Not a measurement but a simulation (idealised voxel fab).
A process module follows: voxel spacer lines.
It is cross-section cut that appears here, measuring 275 nm in width, its square cells being 5 nm in size.
We lay out every cross-section as a grid of square cells and spell it out in bands from the top down, where one band means one or more rows of cells.
Top height, bottom height, nm. Materials left to right, width each, nm. Single material + "everywhere" = fills band edge to edge. "empty" = empty.
Height datum 0, below which the as-received substrate wafer is one material. Lowest band open at the bottom, running downward: "z 0 and below".
Per-row width for "30..40": begins at first number (top row of band), ends at second number (bottom row), increment between rows held constant.
"changes: none" means the step left every cell of the cross-section as it was.
Basically, "Unvented cavities" tells you about the enclosed voids: empty spaces with no open way to the top, 8 cells or bigger, each written width x height at distance, where distance is from the left edge, all in nm.
Text after the settings on a step's line: the simulator's own remark on that step.
Steps that use a mask can have "overlay nm" on their line. It says how far the mask sat to the right of where it was meant to be. Negative means to the left.
[Process steps (planned)]
| 1 | RECEIVE: material Si |
| 2 | CONFORMAL_DEP: material Al2O3, thk nm 5 |
| 3 | DIRECTIONAL_DEP: material polySi, thk nm 15 |
| 4 | DIRECTIONAL_DEP: material aC, thk nm 20 |
| 5 | PATTERN: tone cover, mask id MANDREL, material resist, width nm 15, pitch nm 50, thk nm 25, overlay nm 0 |
| 6 | DIRECTIONAL_ETCH: etch materials aC, depth nm 20 |
| 7 | STRIP: etch materials resist |
| 8 | CONFORMAL_DEP: material SiO2, thk nm 10 |
| 9 | DIRECTIONAL_ETCH: etch materials SiO2, depth nm 10 |
| 10 | STRIP: etch materials aC |
| 11 | DIRECTIONAL_ETCH: etch materials polySi, depth nm 15 |
| 12 | STRIP: etch materials SiO2 |
[This is the cross-section of the wafer as we received it, i.e. after step 1]
> z 0 and below = Si everywhere
> Unvented cavities: none
[The first of two wafers, cross-sectioned at the end of the module, with the run proceeding as planned]
> z 20 to 5 = empty: 95 / polySi: 10 / empty: 15 / polySi: 10 / empty: 15 / polySi: 10 / empty: 15 / polySi: 10 / empty: 95
> z 5 to 0 = Al2O3 everywhere
> z 0 and below = Si everywhere
> Unvented cavities: none
[End-of-module cross-section of the second wafer: identical starting point and process plan to the first, with one processing mistake]
> z 30 to 15 = empty: 95 / polySi: 10 / empty: 15 / polySi: 10 / empty: 15 / polySi: 10 / empty: 15 / polySi: 10 / empty: 95
> z 15 to 0 = Al2O3 everywhere
> z 0 and below = Si everywhere
> Unvented cavities: none
What went wrong in running the wafer? it should be noted that step 2 was executed with settings other than those planned, the operation and settings actually applied being CONFORMAL_DEP: material Al2O3, thk nm 15
Wafer comparison, final, in cells, second relative to first, materials more or fewer: 110 more of Al2O3
